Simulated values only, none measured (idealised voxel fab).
Process module, titled voxel self aligned contacts
Square cells of 5 nm make up the cross-section cut, whose width is 215 nm.
For the purposes of this document, a cross-section shall be understood as a grid of square cells, specified as bands listed in top-to-bottom order, each band consisting of one or more rows of cells.
Within each band entry, the heights of the top and of the bottom of the band appear first, in that order and in nm; the materials of the band then follow from left to right, each with its corresponding width in nm. The designation "edge to edge" on a single material indicates that it fills the band from edge to edge; the designation "empty" indicates empty space.
We count height from 0. Below that, the starting wafer is all one material. The lowest band never ends at the bottom but goes on down; see "0 down" for how that is written.
Top row gets the first number, bottom row gets the second, and each row in between changes by the same step: that is how a band width like "30 to 40" works.
"stayed the same" (step): cross-section cells unchanged, all of them.
Entry "Closed-off voids". Content: empty spaces with no open connection to the top, size 8 cells or greater. Each: width x height at distance. Distance: from left edge. Unit: nm.
Where a step's line continues beyond its settings, the continuation is a remark by the simulator itself on that step.
What "overlay nm" on a step's line means: if the step has a mask, that mask lay this far to the right of its planned place, or, when the value is negative, to the left.

# Listed below are the process steps as planned
1 RECEIVE with material Si
2 CONFORMAL_DEP with material SiO2, thk nm 5
3 DIRECTIONAL_DEP with material polySi, thk nm 20
4 DIRECTIONAL_DEP with material SiN, thk nm 25
5 MASKED_ETCH with tone cover, mask id GATE, width nm 25, pitch nm 60, etch materials SiN, depth nm 25, overlay nm -15
6 MASKED_ETCH with tone cover, mask id GATE, width nm 25, pitch nm 60, etch materials polySi, depth nm 20, overlay nm 0
7 CONFORMAL_DEP with material SiN, thk nm 10
8 DIRECTIONAL_ETCH with etch materials SiN, depth nm 10
9 FILL_DEP with material SiO2, thk nm 10
10 CMP with height nm 55
11 DIRECTIONAL_DEP with material aC, thk nm 10
12 PATTERN with tone open, mask id CONTACT, material resist, width nm 45, thk nm 30, overlay nm 0
13 DIRECTIONAL_ETCH with etch materials aC, depth nm 10
14 STRIP with etch materials resist
15 DIRECTIONAL_ETCH with etch materials SiO2, depth nm 55
16 STRIP with etch materials aC
17 CONFORMAL_DEP with material TiN, thk nm 5
18 FILL_DEP with material Ru, thk nm 5
19 CMP with height nm 55
20 CONFORMAL_DEP with material SiCN, thk nm 5
What sets these wafers apart? The overlay nm at step 5. They all start alike, and the plan carries the first wafer's value.

# As-received cross-section, first of several wafers, post step 1
	0 down = Si edge to edge
	Closed-off voids: none

# Depicted here is the first of several wafers in cross-section, at module completion following the last step, step 20
	60 to 55 = SiCN edge to edge
	55 to 50 = 85 of SiO2  5 of TiN  5 of Ru  35 of TiN  85 of SiO2
	50 to 30 = 40 of SiO2  45 of SiN  5 of TiN  5 of Ru  5 of TiN  45 of SiN  70 of SiO2
	30 to 25 = 40 of SiO2  45 of SiN  15 of TiN  45 of SiN  70 of SiO2
	25 to 5 = 40 of SiO2  10 of SiN  40 of polySi  20 of SiN  40 of polySi  10 of SiN  55 of SiO2
	5 to 0 = SiO2 edge to edge
	0 down = Si edge to edge
	Closed-off voids: none

# Last wafer, end of module, cross-section
	60 to 55 = SiCN edge to edge
	55 to 50 = 85 of SiO2  35 of TiN  5 of Ru  5 of TiN  85 of SiO2
	50 to 30 = 70 of SiO2  45 of SiN  5 of TiN  5 of Ru  5 of TiN  45 of SiN  40 of SiO2
	30 to 25 = 70 of SiO2  45 of SiN  15 of TiN  45 of SiN  40 of SiO2
	25 to 5 = 55 of SiO2  10 of SiN  40 of polySi  20 of SiN  40 of polySi  10 of SiN  40 of SiO2
	5 to 0 = SiO2 edge to edge
	0 down = Si edge to edge
	Closed-off voids: none

# The rows of the table below are wafers. Looking at the end of the module, a row counts, for every material, the cells the wafer has gained, shown as (+), or lost, shown as (-), since it was received; its closed voids come next
overlay nm -15, +5 Ru, +43 SiCN, +122 SiN, +263 SiO2, +19 TiN, +64 polySi, Closed-off voids: none
overlay nm -10, +5 Ru, +43 SiCN, +122 SiN, +266 SiO2, +24 TiN, +56 polySi, Closed-off voids: none
overlay nm -5, +5 Ru, +43 SiCN, +122 SiN, +269 SiO2, +29 TiN, +48 polySi, Closed-off voids: none
overlay nm 0, +10 Ru, +43 SiCN, +122 SiN, +272 SiO2, +29 TiN, +40 polySi, Closed-off voids: none
overlay nm 5, +5 Ru, +43 SiCN, +122 SiN, +269 SiO2, +29 TiN, +48 polySi, Closed-off voids: none
overlay nm 10, +5 Ru, +43 SiCN, +122 SiN, +266 SiO2, +24 TiN, +56 polySi, Closed-off voids: none
overlay nm 15, +5 Ru, +43 SiCN, +122 SiN, +263 SiO2, +19 TiN, +64 polySi, Closed-off voids: none
